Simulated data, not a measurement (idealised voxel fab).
Name of the process module below: voxel fin reveal
250 nm wide, 5 nm square cells: that's cross-section cut.
Bands, listed from the top down, are how a cross-section gets written in this document; the cross-section itself is a grid of square cells, and a band is one or more rows of them. Basically the band line says how high the top is and how high the bottom is, in nm, and then what's in it from left to right, every material with its width in nm. Empty space shows up as "air", and if a single material carries "everywhere" it runs the full band edge to edge. Heads up on the height convention: 0 is the point under which the incoming wafer is all one material, and the lowest band has no bottom, it just keeps going down, like "z 0 and below". Per-row width for "30->40": begins at first number (top row of band), ends at second number (bottom row), increment between rows held constant. A step reported as "nothing was modified" is a step in which no cell of the cross-section changed. In "Closed internal voids" the enclosed voids are listed, meaning empty spaces of 8 cells or larger without any opening to the top. The form is width x height at distance, distance from the left edge, units nm. It should be noted that, on the line of a given step, the content following the step's settings is a remark produced by the simulator itself with respect to that step. overlay nm, on a step with a mask: how far to the right of its planned place the mask lay; to the left if negative.

-- Steps in the process plan
| 1 | RECEIVE,material Si |
| 2 | CONFORMAL_DEP,material SiN,thk nm 5 |
| 3 | DIRECTIONAL_DEP,material aC,thk nm 15 |
| 4 | PATTERN,tone cover,mask id FINS,material resist,width nm 15,pitch nm 35,thk nm 30,overlay nm 0 |
| 5 | DIRECTIONAL_ETCH,etch materials aC,depth nm 15 |
| 6 | STRIP,etch materials resist |
| 7 | DIRECTIONAL_ETCH,etch materials SiN,depth nm 5 |
| 8 | DIRECTIONAL_ETCH,etch materials Si,depth nm 35 |
| 9 | STRIP,etch materials aC |
| 10 | OXIDIZE,depth nm 5 |
| 11 | FILL_DEP,material SiO2,thk nm 5 |
| 12 | CMP,height nm 5 |
| 13 | SELECTIVE_ETCH,etch materials SiO2,depth nm 20 |
| 14 | STRIP,etch materials SiN |
| 15 | CONFORMAL_DEP,material SiO2,thk nm 5 |

-- Concerning the first of two wafers, which was run in accordance with the plan

-- Cross-section of the wafer as it came to us, i.e., already through step 1
  z 0 and below: Si everywhere
  Closed internal voids: none

-- after step 2
  z 5 to 0: SiN everywhere
  Under 0: no change, same as before.

-- after step 3
  z 20 to 5: aC everywhere
  Under 5: no change, same as before.

-- after step 4
  z 50 to 20: 100 air | 15 resist | 20 air | 15 resist | 100 air
  Under 20: no change, same as before.

-- after step 5
  z 35 to 20: 100 air | 15 resist | 20 air | 15 resist | 100 air
  z 20 to 5: 100 air | 15 aC | 20 air | 15 aC | 100 air
  Under 5: no change, same as before.

-- after step 6
  z 20 to 5: 100 air | 15 aC | 20 air | 15 aC | 100 air
  Under 5: no change, same as before.

-- after step 7
  z 20 to 5: 100 air | 15 aC | 20 air | 15 aC | 100 air
  z 5 to 0: 100 air | 15 SiN | 20 air | 15 SiN | 100 air
  Under 0: no change, same as before.

-- after step 8
  z 20 to 5: 100 air | 15 aC | 20 air | 15 aC | 100 air
  z 5 to 0: 100 air | 15 SiN | 20 air | 15 SiN | 100 air
  z 0 to -35: 100 air | 15 Si | 20 air | 15 Si | 100 air
  Under -35: no change, same as before.

-- after step 9
  z 5 to 0: 100 air | 15 SiN | 20 air | 15 SiN | 100 air
  Under 0: no change, same as before.

-- after step 10
  z 5 to 0: 100 air | 15 SiN | 20 air | 15 SiN | 100 air
  z 0 to -35: 100 air | 5 SiO2 | 5 Si | 5 SiO2 | 20 air | 5 SiO2 | 5 Si | 5 SiO2 | 100 air
  z -35 to -40: 105 SiO2 | 5 Si | 30 SiO2 | 5 Si | 105 SiO2
  Under -40: no change, same as before.

-- after step 11
  z 10 to 5: SiO2 everywhere
  z 5 to 0: 100 SiO2 | 15 SiN | 20 SiO2 | 15 SiN | 100 SiO2
  z 0 to -40: 105 SiO2 | 5 Si | 30 SiO2 | 5 Si | 105 SiO2
  Under -40: no change, same as before.

-- after step 12
  z 5 to 0: 100 SiO2 | 15 SiN | 20 SiO2 | 15 SiN | 100 SiO2
  Under 0: no change, same as before.

-- after step 13
  z 5 to 0: 100 air | 15 SiN | 20 air | 15 SiN | 100 air
  z 0 to -15: 105 air | 5 Si | 30 air | 5 Si | 105 air
  Under -15: no change, same as before.

-- after step 14
  z 0 to -15: 105 air | 5 Si | 30 air | 5 Si | 105 air
  Under -15: no change, same as before.

-- after step 15
  z 5 to 0: 100 air | 15 SiO2 | 20 air | 15 SiO2 | 100 air
  z 0 to -10: 100 air | 5 SiO2 | 5 Si | 5 SiO2 | 20 air | 5 SiO2 | 5 Si | 5 SiO2 | 100 air
  z -10 to -40: 105 SiO2 | 5 Si | 30 SiO2 | 5 Si | 105 SiO2
  Under -40: no change, same as before.

-- Second wafer. Start and plan as for the first. One mistake made in running. Agrees with the first up to and including step 3

-- Second wafer: cross-section at the scheduled end of step 4
  z 50 to 20: 100 resist | 15 air | 20 resist | 15 air | 100 resist
  Under 20: no change, same as before.

-- Second wafer: cross-section at the scheduled end of step 5
  z 35 to 20: 100 resist | 15 air | 20 resist | 15 air | 100 resist
  z 20 to 5: 100 aC | 15 air | 20 aC | 15 air | 100 aC
  Under 5: no change, same as before.

-- Second wafer: cross-section at the scheduled end of step 6
  z 20 to 5: 100 aC | 15 air | 20 aC | 15 air | 100 aC
  Under 5: no change, same as before.

-- Second wafer: cross-section at the scheduled end of step 7
  z 20 to 5: 100 aC | 15 air | 20 aC | 15 air | 100 aC
  z 5 to 0: 100 SiN | 15 air | 20 SiN | 15 air | 100 SiN
  Under 0: no change, same as before.

-- Second wafer: cross-section at the scheduled end of step 8
  z 20 to 5: 100 aC | 15 air | 20 aC | 15 air | 100 aC
  z 5 to 0: 100 SiN | 15 air | 20 SiN | 15 air | 100 SiN
  z 0 to -35: 100 Si | 15 air | 20 Si | 15 air | 100 Si
  Under -35: no change, same as before.

-- Second wafer: cross-section at the scheduled end of step 9
  z 5 to 0: 100 SiN | 15 air | 20 SiN | 15 air | 100 SiN
  Under 0: no change, same as before.

-- Second wafer: cross-section at the scheduled end of step 10
  z 5 to 0: 100 SiN | 15 air | 20 SiN | 15 air | 100 SiN
  z 0 to -35: 95 Si | 5 SiO2 | 15 air | 5 SiO2 | 10 Si | 5 SiO2 | 15 air | 5 SiO2 | 95 Si
  z -35 to -40: 95 Si | 25 SiO2 | 10 Si | 25 SiO2 | 95 Si
  Under -40: no change, same as before.

-- Second wafer: cross-section at the scheduled end of step 11
  z 10 to 5: SiO2 everywhere
  z 5 to 0: 100 SiN | 15 SiO2 | 20 SiN | 15 SiO2 | 100 SiN
  z 0 to -40: 95 Si | 25 SiO2 | 10 Si | 25 SiO2 | 95 Si
  Under -40: no change, same as before.

-- Second wafer: cross-section at the scheduled end of step 12
  z 5 to 0: 100 SiN | 15 SiO2 | 20 SiN | 15 SiO2 | 100 SiN
  Under 0: no change, same as before.

-- Second wafer: cross-section at the scheduled end of step 13
  z 5 to 0: 100 SiN | 15 air | 20 SiN | 15 air | 100 SiN
  z 0 to -15: 95 Si | 25 air | 10 Si | 25 air | 95 Si
  Under -15: no change, same as before.

-- Second wafer: cross-section at the scheduled end of step 14
  z 0 to -15: 95 Si | 25 air | 10 Si | 25 air | 95 Si
  Under -15: no change, same as before.

-- Second wafer: cross-section at the scheduled end of step 15
  z 5 to 0: 100 SiO2 | 15 air | 20 SiO2 | 15 air | 100 SiO2
  z 0 to -10: 95 Si | 5 SiO2 | 15 air | 5 SiO2 | 10 Si | 5 SiO2 | 15 air | 5 SiO2 | 95 Si
  z -10 to -40: 95 Si | 25 SiO2 | 10 Si | 25 SiO2 | 95 Si
  Under -40: no change, same as before.
Misprocessing identified: in deviation from the planned setting, step 4 was conducted as PATTERN,tone open,mask id FINS,material resist,width nm 15,pitch nm 35,thk nm 30,overlay nm 0
In the final state, the cell counts of the second wafer exceed or fall short of those of the first for the following materials: Si +304; SiO2 -190
